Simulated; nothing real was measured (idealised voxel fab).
This section sets out a process module, namely voxel self aligned contacts.
270 nm wide, 5 nm square cells: that's cross-section cut.
Each cross-section below is a grid of square cells, stated as bands in top-down order, with one or more rows of cells making up each band. Look at the band entry: it leads with the top's height and the bottom's height in nm. Then it lists the materials left to right, with a width in nm for each. The word "full width" on a single material says that material fills the band edge to edge. The word "empty" is empty space. We count height from 0. Below that, the starting wafer is all one material. The lowest band never ends at the bottom but goes on down; see "0 down" for how that is written. Width spec "30..40" -> top row of cells at first value, bottom row at second value, equal per-row change in between. Basically "identical to before" means that step didn't change any cell in the cross-section. The entry titled "Trapped cavities" provides the empty spaces that have no open way to the top, restricted to those of 8 cells or more. Each is presented as width x height at distance, the distance being measured from the left edge, with all three in nm. Anything after a step's settings on that line? It's the simulator's own note about the step. overlay nm: for a step with a mask, the amount by which the mask lay right of where it was planned; a negative amount means left of it.

### Planned process steps
1) RECEIVE (material Si)
2) CONFORMAL_DEP (material SiO2; thk nm 5)
3) DIRECTIONAL_DEP (material polySi; thk nm 25)
4) DIRECTIONAL_DEP (material SiN; thk nm 25)
5) MASKED_ETCH (tone cover; mask id GATE; width nm 30; pitch nm 70; etch materials SiN; depth nm 25; overlay nm 0)
6) MASKED_ETCH (tone cover; mask id GATE; width nm 30; pitch nm 70; etch materials polySi; depth nm 25; overlay nm 0)
7) CONFORMAL_DEP (material SiN; thk nm 10)
8) DIRECTIONAL_ETCH (etch materials SiN; depth nm 10)
9) FILL_DEP (material SiO2; thk nm 15)
10) CMP (height nm 65)
11) MASKED_ETCH (tone open; mask id CONTACT; width nm 50; pitch nm 70; etch materials SiO2; depth nm 65; overlay nm 0)
12) CONFORMAL_DEP (material TiN; thk nm 5)
13) FILL_DEP (material W; thk nm 5)
14) CMP (height nm 65)
15) CONFORMAL_DEP (material SiN; thk nm 5)

### Wafer at receipt (post step 1), cross-section
  0 down = Si full width
  Trapped cavities: none

### Here's the cross-section of the first of our two wafers at the end of the module - it ran as planned
  70 to 65 = SiN full width
  65 to 55 = 75 SiO2; 5..20 TiN; 40..10 W; 5..20 TiN; 20 SiO2; 5..20 TiN; 40..10 W; 5..20 TiN; 75 SiO2
  55 to 30 = 40 SiO2; 50 SiN; 5 TiN; 10 W; 5 TiN; 50 SiN; 5 TiN; 10 W; 5 TiN; 50 SiN; 40 SiO2
  30 to 5 = 40 SiO2; 10 SiN; 30 polySi; 10 SiN; 5 TiN; 10 W; 5 TiN; 10 SiN; 30 polySi; 10 SiN; 5 TiN; 10 W; 5 TiN; 10 SiN; 30 polySi; 10 SiN; 40 SiO2
  5 to 0 = 90 SiO2; 20 TiN; 50 SiO2; 20 TiN; 90 SiO2
  0 down = Si full width
  Trapped cavities: none

### Second wafer cross-section at end of module - shared start and plan with the first, one mistake in the run
  70 to 65 = SiN full width
  65 to 60 = 75 SiO2; 5 TiN; 40 W; 5 TiN; 20 SiO2; 5 TiN; 40 W; 5 TiN; 75 SiO2
  60 to 55 = 75 SiO2; 50 TiN; 20 SiO2; 50 TiN; 75 SiO2
  55 to 30 = 60 SiN; 10 SiO2; 60 SiN; 10 SiO2; 60 SiN; 10 SiO2; 60 SiN
  30 to 5 = polySi full width
  5 to 0 = SiO2 full width
  0 down = Si full width
  Trapped cavities: none
In executing the process, a mistake was made relative to the plan: so step 5 ended up running with a different setting than we planned, it ran as MASKED_ETCH (tone open; mask id GATE; width nm 30; pitch nm 70; etch materials SiN; depth nm 25; overlay nm 0)
Final comparison by cell count, materials where the second wafer has more or fewer than the first: +30 SiN; -122 SiO2; -44 TiN; -44 W; +180 polySi
